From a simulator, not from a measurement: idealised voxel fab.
Module name: voxel capacitor over wiring (process module)
The figure presents cross-section cut, which has a width of 190 nm and is divided into square cells with an edge length of 5 nm.
Square cells in a grid make up a cross-section in this document, and the grid is given as bands, listed from the top down, each one or more rows of cells.
A band entry consists of two parts. The first gives the height of the band's top and the height of its bottom, in nm. The rest lists the band's materials from left to right, each with its width in nm. A single material labelled with the word "all across" fills the band from edge to edge, and the word "air" marks empty space.
Where do heights start? At 0: under that level the wafer as delivered is made of one material only. And the lowest band has no floor; it just carries on downward, as in "0 and below".
The two numbers in a width such as "30->40" mark its ends across the band: the first belongs to the top row of cells, the second to the bottom row, and from each row to the next the width moves by the same amount.
Where a step carries "everything unchanged", the cross-section came out of it unchanged, cell for cell.
The entry titled "Sealed void listing" provides the empty spaces that have no open way to the top, restricted to those of 8 cells or more. Each is presented as width x height at distance, the distance being measured from the left edge, with all three in nm.
If you see something after the settings on a step's line, that's the simulator's own remark about that step.
The setting "overlay nm" may be written on the line of a step. When the step uses a mask, the value reports how far to the right of the planned place the mask lay, and a negative value reports that it lay to the left.
The steps planned for the process are as follows
1: RECEIVE: material Si
2: CONFORMAL_DEP: material SiO2, thk nm 15
3: CONFORMAL_DEP: material SiCN, thk nm 5
4: DIRECTIONAL_DEP: material lowk, thk nm 20
5: PATTERN: tone open, mask id METAL_1, material resist, width nm 30, pitch nm 95, thk nm 15, overlay nm 0
6: DIRECTIONAL_ETCH: etch materials lowk, depth nm 20
7: DIRECTIONAL_ETCH: etch materials SiCN, depth nm 5
8: STRIP: etch materials resist
9: CONFORMAL_DEP: material TiN, thk nm 5
10: FILL_DEP: material Ru, thk nm 5
11: CMP: height nm 40
12: EPI: material Ru, thk nm 5
13: FILL_DEP: material SiCN, thk nm 5
14: DIRECTIONAL_DEP: material SiO2, thk nm 10
15: PATTERN: tone open, mask id PLUG_1, material resist, width nm 15, thk nm 15, overlay nm 0
16: DIRECTIONAL_ETCH: etch materials SiO2, depth nm 10
17: DIRECTIONAL_ETCH: etch materials SiCN, depth nm 5
18: STRIP: etch materials resist
19: EPI: material Ru, thk nm 10
20: EPI: material Ru, thk nm 5
21: DIRECTIONAL_DEP: material TiN, thk nm 10
22: DIRECTIONAL_DEP: material HfO2, thk nm 5
23: DIRECTIONAL_DEP: material TiN, thk nm 5
24: PATTERN: tone cover, mask id UPPER_PLATE, material resist, width nm 70, thk nm 15, overlay nm 0
25: DIRECTIONAL_ETCH: etch materials TiN, depth nm 5
26: DIRECTIONAL_ETCH: etch materials HfO2, depth nm 5
27: STRIP: etch materials resist
28: MASKED_ETCH: tone cover, mask id LOWER_PLATE, width nm 80, etch materials TiN, depth nm 10, overlay nm 0
29: FILL_DEP: material SiO2, thk nm 15
30: CMP: height nm 90
31: DIRECTIONAL_DEP: material aC, thk nm 15
32: PATTERN: tone open, mask id PLUG_2, material resist, width nm 15, thk nm 35, overlay nm 0
33: DIRECTIONAL_ETCH: etch materials aC, depth nm 15
34: STRIP: etch materials resist
35: DIRECTIONAL_ETCH: etch materials SiO2, depth nm 10
36: STRIP: etch materials aC
37: CONFORMAL_DEP: material TiN, thk nm 5
38: FILL_DEP: material Ru, thk nm 5
39: CMP: height nm 90
40: CONFORMAL_DEP: material SiCN, thk nm 5
Cross-section, incoming material, after step 1
	0 and below: Si all across
	Sealed void listing: none
Final cross-section, module run with one mistake (start and plan as above)
	95 down to 90: SiCN all across
	90 down to 85: SiO2: 45, TiN: 25, SiO2: 120
	85 down to 80: SiO2: 45, HfO2: 25, SiO2: 120
	80 down to 75: SiO2: 40, TiN: 75, SiO2: 75
	75 down to 70: SiO2: 40, TiN: 30, HfO2: 45, SiO2: 75
	70 down to 60: SiO2: 35, Ru: 35, TiN: 50, SiO2: 70
	60 down to 50: SiO2: 45, Ru: 15, SiO2: 130
	50 down to 45: SiCN: 45, Ru: 15, SiCN: 130
	45 down to 40: SiCN: 25, Ru: 40, SiCN: 55, Ru: 40, SiCN: 30
	40 down to 20: lowk: 30, TiN: 5, Ru: 20, TiN: 5, lowk: 65, TiN: 5, Ru: 20, TiN: 5, lowk: 35
	20 down to 15: SiCN: 30, TiN: 30, SiCN: 65, TiN: 30, SiCN: 35
	15 down to 0: SiO2 all across
	0 and below: Si all across
	Sealed void listing: none
In executing the process, a mistake was made relative to the plan: plan step 19 was conducted twice
